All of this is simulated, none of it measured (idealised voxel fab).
process module | voxel gate over fins
cross-section cut | 180 nm wide | cells 5 nm
A cross-section is a grid of square cells, given in bands from the top down. A band is one or more rows of cells.
Each band's line starts with the height of the band's top and of its bottom, in nm. Then come its materials from left to right, each with its width in nm. One material with "throughout" fills the band from edge to edge. "air" is empty space.
Height 0 is the level under which the wafer as received is all one material. The lowest band goes on downwards, as in "0 down".
A width such as "30 to 40" changes by the same amount from each row of cells to the next, from the band's top row to its bottom row.
"no change" after a step means that no cell of the cross-section changed.
closed voids: empty space of 8 cells or more with no open way to the top, each as width x height at its distance from the left edge, in nm
after a step's settings: what the simulator itself notes on the step
overlay nm, on a step with a mask: how far to the right of its planned place the mask lay; to the left if negative
plan
1 op RECEIVE | material Si
2 op CONFORMAL_DEP | material SiN | thk nm 5
3 op MASKED_ETCH | tone cover | mask id FINS | width nm 15 | pitch nm 55 | etch materials SiN | depth nm 5 | overlay nm 0
4 op MASKED_ETCH | tone cover | mask id FINS | width nm 15 | pitch nm 55 | etch materials Si | depth nm 35 | overlay nm 0
5 op FILL_DEP | material SiO2 | thk nm 15
6 op CMP | height nm 5
7 op MASKED_ETCH | tone open | mask id RAIL | width nm 15 | etch materials SiO2 | depth nm 35 | overlay nm 0
8 op CONFORMAL_DEP | material TiN | thk nm 5
9 op FILL_DEP | material Ru | thk nm 5
10 op CMP | height nm 5
11 op SELECTIVE_ETCH | etch materials W Ru TiN | depth nm 20
12 op FILL_DEP | material SiO2 | thk nm 5
13 op CMP | height nm 5
14 op SELECTIVE_ETCH | etch materials SiO2 | depth nm 15
15 op STRIP | etch materials SiN
16 op CONFORMAL_DEP | material HfO2 | thk nm 5
17 op CONFORMAL_DEP | material TiN | thk nm 5
18 op FILL_DEP | material W | thk nm 10
19 op CMP | height nm 15
20 op CONFORMAL_DEP | material SiCN | thk nm 10
as received, after step 1
  0 down: Si throughout
  closed voids: none
a wafer at the end: this start, this plan, one mistake
  25 to 15: SiCN throughout
  15 to 10: W throughout
  10 to 5: W 15 | TiN 35 | W 20 | TiN 35 | W 20 | TiN 35 | W 20
  5 to 0: W 15 | TiN 5 | HfO2 25 | TiN 5 | W 20 | TiN 5 | HfO2 25 | TiN 5 | W 20 | TiN 5 | HfO2 25 | TiN 5 | W 20
  0 to -5: TiN 20 | HfO2 5 | Si 15 | HfO2 5 | TiN 30 | HfO2 5 | Si 15 | HfO2 5 | TiN 30 | HfO2 5 | Si 15 | HfO2 5 | TiN 25
  -5 to -10: HfO2 25 | Si 15 | HfO2 40 | Si 15 | HfO2 40 | Si 15 | HfO2 30
  -10 to -15: SiO2 25 | Si 15 | SiO2 40 | Si 15 | SiO2 40 | Si 15 | SiO2 30
  -15 to -25: SiO2 25 | Si 15 | SiO2 10 | TiN 5 | Ru 10 | TiN 5 | SiO2 10 | Si 15 | SiO2 40 | Si 15 | SiO2 30
  -25 to -30: SiO2 25 | Si 15 | SiO2 10 | TiN 20 | SiO2 10 | Si 15 | SiO2 40 | Si 15 | SiO2 30
  -30 to -35: SiO2 25 | Si 15 | SiO2 40 | Si 15 | SiO2 40 | Si 15 | SiO2 30
  -35 down: Si throughout
  closed voids: none
what went wrong: step 7 ran as: op MASKED_ETCH | tone open | mask id RAIL | width nm 20 | etch materials SiO2 | depth nm 35 | overlay nm 0
